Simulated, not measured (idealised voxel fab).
voxel gate over fins: a process module
We display cut, a cross-section 295 nm in width whose square cells are each 5 nm.
The cross-sections in this document take the form of a grid made of square cells. They are written out as bands, in order from top to bottom. Each band consists of one or more rows of cells.
It is stipulated that each band's entry specify, in nanometres, the height of the top of the band and then that of its bottom, followed by the materials of the band in left-to-right sequence, each together with its width in nanometres. A single material marked by the word "throughout" is understood to fill the band from edge to edge; the word "blank" is understood to denote empty space.
Height is counted from the level 0, under which the received wafer is composed throughout of one material. The lowest of the bands is not closed at the bottom but continues downward, in the notation "0..down".
When a width is written as two numbers, as in "30 to 40", the first number is the width in the top row of cells of the band and the second is the width in its bottom row, and the width changes by the same amount from each row to the next.
The cross-section has no changed cell in any step marked "changes: none".
Under "Enclosed void listing" you'll find the enclosed gaps, the ones with no way out to the top, that are 8 cells or bigger; each reads width x height at distance, with distance counted from the left edge, everything in nm.
Step line, after settings: the simulator's comment on this step.
overlay nm: on a step with a mask, how far right of its planned place the mask lay; negative means left.

[plan]
1: RECEIVE, material Si
2: CONFORMAL_DEP, material SiN, thk nm 10
3: DIRECTIONAL_DEP, material aC, thk nm 15
4: PATTERN, tone cover, mask id FINS, material resist, width nm 15, pitch nm 60, thk nm 30, overlay nm 0
5: DIRECTIONAL_ETCH, etch materials aC, depth nm 15
6: STRIP, etch materials resist
7: DIRECTIONAL_ETCH, etch materials SiN, depth nm 10
8: DIRECTIONAL_ETCH, etch materials Si, depth nm 35
9: STRIP, etch materials aC
10: FILL_DEP, material SiO2, thk nm 15
11: CMP, height nm 10
12: DIRECTIONAL_DEP, material aC, thk nm 15
13: PATTERN, tone open, mask id RAIL, material resist, width nm 15, thk nm 30, overlay nm 0
14: DIRECTIONAL_ETCH, etch materials aC, depth nm 15
15: STRIP, etch materials resist
16: DIRECTIONAL_ETCH, etch materials SiO2, depth nm 40
17: STRIP, etch materials aC
18: CONFORMAL_DEP, material TiN, thk nm 5
19: FILL_DEP, material W, thk nm 10
20: CMP, height nm 10
21: SELECTIVE_ETCH, etch materials W Ru TiN, depth nm 25
22: FILL_DEP, material SiO2, thk nm 5
23: CMP, height nm 10
24: SELECTIVE_ETCH, etch materials SiO2, depth nm 20
25: STRIP, etch materials SiN
26: CONFORMAL_DEP, material HfO2, thk nm 5
27: CONFORMAL_DEP, material TiN, thk nm 5
28: CONFORMAL_DEP, material TiAl, thk nm 5
29: CONFORMAL_DEP, material TiN, thk nm 5
30: FILL_DEP, material W, thk nm 10
31: CMP, height nm 25
32: CONFORMAL_DEP, material SiCN, thk nm 5
Wafer-to-wafer difference: width nm, step 13. Common start. Plan = first wafer's value.

[Cross-section of the first of several wafers as received (after step 1)]
  0..down: Si throughout
  Enclosed void listing: none

[Below, a row for every wafer. Read it as the end-of-module picture: for each material the wafer shows its cells gained (+) or lost (-) since it was received, and then its closed voids]
width nm 15; +67 HfO2; -371 Si; +59 SiCN; +256 SiO2; +67 TiAl; +141 TiN; +135 W; Enclosed void listing: none
width nm 20; +67 HfO2; -371 Si; +59 SiCN; +253 SiO2; +67 TiAl; +142 TiN; +137 W; Enclosed void listing: none
width nm 25; +67 HfO2; -371 Si; +59 SiCN; +250 SiO2; +67 TiAl; +143 TiN; +139 W; Enclosed void listing: none
width nm 30; +67 HfO2; -371 Si; +59 SiCN; +247 SiO2; +67 TiAl; +144 TiN; +141 W; Enclosed void listing: none
